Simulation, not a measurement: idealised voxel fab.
Name of the process module below: voxel self aligned contacts
cross-section cut | 200 nm wide | cells 5 nm
A cross-section is written here as square cells arranged in a grid, and it is given in bands from the top down, each band taking up one or more rows of cells.
Read a band's entry like this: the first values are the height of its top and the height of its bottom in nm, and what follows is the sequence of materials from left to right, each with its width in nm. Note that "empty" is empty space, and that a single material marked "edge to edge" reaches across the band from edge to edge.
All heights in this document are referenced to 0, defined as the level beneath which the wafer, as received, consists entirely of one material. The lowest band is not bounded below; it extends indefinitely downward and is written in the form "0 -> down".
It should be noted that a width expressed as "30..40" varies in equal increments from row to row of cells within the band, taking the value of the first number at the top row and that of the second number at the bottom row.
Where a step carries "stayed the same", the cross-section came out of it unchanged, cell for cell.
Entry "Closed voids list". Content: empty spaces with no open connection to the top, size 8 cells or greater. Each: width x height at distance. Distance: from left edge. Unit: nm.
The remark found on a step's line after its settings is issued by the simulator itself and pertains to that step.
The "overlay nm" setting may appear on a step's line; for a step that uses a mask, it gives how far to the right of its planned position the mask lay, and a negative value indicates the left.

## Below is the list of planned process steps
- 1: RECEIVE,material Si
- 2: CONFORMAL_DEP,material SiO2,thk nm 5
- 3: DIRECTIONAL_DEP,material polySi,thk nm 25
- 4: DIRECTIONAL_DEP,material SiN,thk nm 20
- 5: DIRECTIONAL_DEP,material aC,thk nm 15
- 6: PATTERN,tone cover,mask id GATE,material resist,width nm 35,pitch nm 70,thk nm 35,overlay nm 0
- 7: DIRECTIONAL_ETCH,etch materials aC,depth nm 15
- 8: STRIP,etch materials resist
- 9: DIRECTIONAL_ETCH,etch materials SiN,depth nm 20
- 10: DIRECTIONAL_ETCH,etch materials polySi,depth nm 25
- 11: STRIP,etch materials aC
- 12: CONFORMAL_DEP,material SiN,thk nm 10
- 13: DIRECTIONAL_ETCH,etch materials SiN,depth nm 10
- 14: FILL_DEP,material SiO2,thk nm 10
- 15: CMP,height nm 55
- 16: PATTERN,tone open,mask id CONTACT,material resist,width nm 55,thk nm 15,overlay nm 0
- 17: DIRECTIONAL_ETCH,etch materials SiO2,depth nm 55
- 18: STRIP,etch materials resist
- 19: CONFORMAL_DEP,material TiN,thk nm 5
- 20: FILL_DEP,material W,thk nm 5
- 21: CMP,height nm 55
- 22: CONFORMAL_DEP,material SiN,thk nm 5

## Received-state cross-section, reflecting completion of step 1
> 0 -> down: Si edge to edge
> Closed voids list: none

## Look at the cross-section after the module: the wafer started out the way shown above and the plan was the one shown above, yet one mistake was made along the way
> 60 -> 55: SiN edge to edge
> 55 -> 45: SiO2 (70) / TiN (5..25) / W (45..5) / TiN (5..25) / SiO2 (75)
> 45 -> 25: SiO2 (35) / SiN (55) / TiN (5) / W (5) / TiN (5) / SiN (55) / SiO2 (40)
> 25 -> 5: SiO2 (35) / SiN (10) / polySi (35) / SiN (10) / TiN (5) / W (5) / TiN (5) / SiN (10) / polySi (35) / SiN (10) / SiO2 (40)
> 5 -> 0: SiO2 (35) / SiN (10) / polySi (35) / SiN (10) / TiN (15) / SiN (10) / polySi (35) / SiN (10) / SiO2 (40)
> 0 -> down: Si edge to edge
> Closed voids list: none
Misprocessing identified: execution of step 2 of the plan did not take place, the step having been omitted
